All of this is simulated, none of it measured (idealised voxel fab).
Process module name: voxel trench capacitor
Each square cell in cross-section cut measures 5 nm, and the section as a whole is 140 nm wide.
How to read a cross-section here: the picture is a grid of square cells, written as bands going from the top down, and any band can span one or more rows of cells. For a band, the entry starts with two heights in nm, that of the top and then that of the bottom, and carries on with the band's materials in order from left to right, each alongside its width in nm; the word "edge to edge" beside a single material means it fills the band edge to edge, and "air" means empty space. Heights are reckoned from 0. Under this level, the received wafer is all of one material. The bottommost band is open-ended downward, for example "0..down". A width such as "30 to 40" changes by the same amount from each row of cells to the next, from the band's top row to its bottom row. It should be understood that the words "nothing different", when stated for a given step, signify that the cross-section underwent no change in any of its cells during that step. The entry titled "Entrapped void list" provides the empty spaces that have no open way to the top, restricted to those of 8 cells or more. Each is presented as width x height at distance, the distance being measured from the left edge, with all three in nm. after a step's settings: what the simulator itself notes on the step. The optional step-line setting "overlay nm" applies to steps with a mask and quantifies how far to the right of its planned location the mask lay, a negative value indicating leftward placement.

# Process steps - plan
- 1: RECEIVE,material Si
- 2: CONFORMAL_DEP,material SiN,thk nm 10
- 3: PATTERN,tone open,mask id TRENCH,material resist,width nm 20,pitch nm 40,thk nm 15,overlay nm 0
- 4: DIRECTIONAL_ETCH,etch materials SiN,depth nm 10
- 5: DIRECTIONAL_ETCH,etch materials Si,depth nm 25
- 6: STRIP,etch materials resist
- 7: CONFORMAL_DEP,material SiO2,thk nm 5
- 8: FILL_DEP,material polySi,thk nm 10
- 9: CMP,height nm 10

# Received-state cross-section, reflecting completion of step 1
* 0..down: Si edge to edge
* Entrapped void list: none

# Cross-sectional view of the first of the two wafers upon completion of the module, processed in accordance with the plan
* 10..0: 40 SiN; 5 SiO2; 10 polySi; 5 SiO2; 20 SiN; 5 SiO2; 10 polySi; 5 SiO2; 40 SiN
* 0..-20: 40 Si; 5 SiO2; 10 polySi; 5 SiO2; 20 Si; 5 SiO2; 10 polySi; 5 SiO2; 40 Si
* -20..-25: 40 Si; 20 SiO2; 20 Si; 20 SiO2; 40 Si
* -25..down: Si edge to edge
* Entrapped void list: none

# So this is wafer number two of the two, cut at the end of the module - it started where the first did and had the same plan, we just got one thing wrong running it
* 10..0: 40 SiN; 5 SiO2; 10 SiN; 5 SiO2; 20 SiN; 5 SiO2; 10 SiN; 5 SiO2; 40 SiN
* 0..-20: 40 Si; 5 SiO2; 10 SiN; 5 SiO2; 20 Si; 5 SiO2; 10 SiN; 5 SiO2; 40 Si
* -20..-25: 40 Si; 20 SiO2; 20 Si; 20 SiO2; 40 Si
* -25..down: Si edge to edge
* Entrapped void list: none
Here's what went sideways: step 8 went in with a setting other than planned; the actual run was FILL_DEP,material SiN,thk nm 10
End of process, cell counts, second wafer against first, materials with more or fewer: +24 SiN; -24 polySi
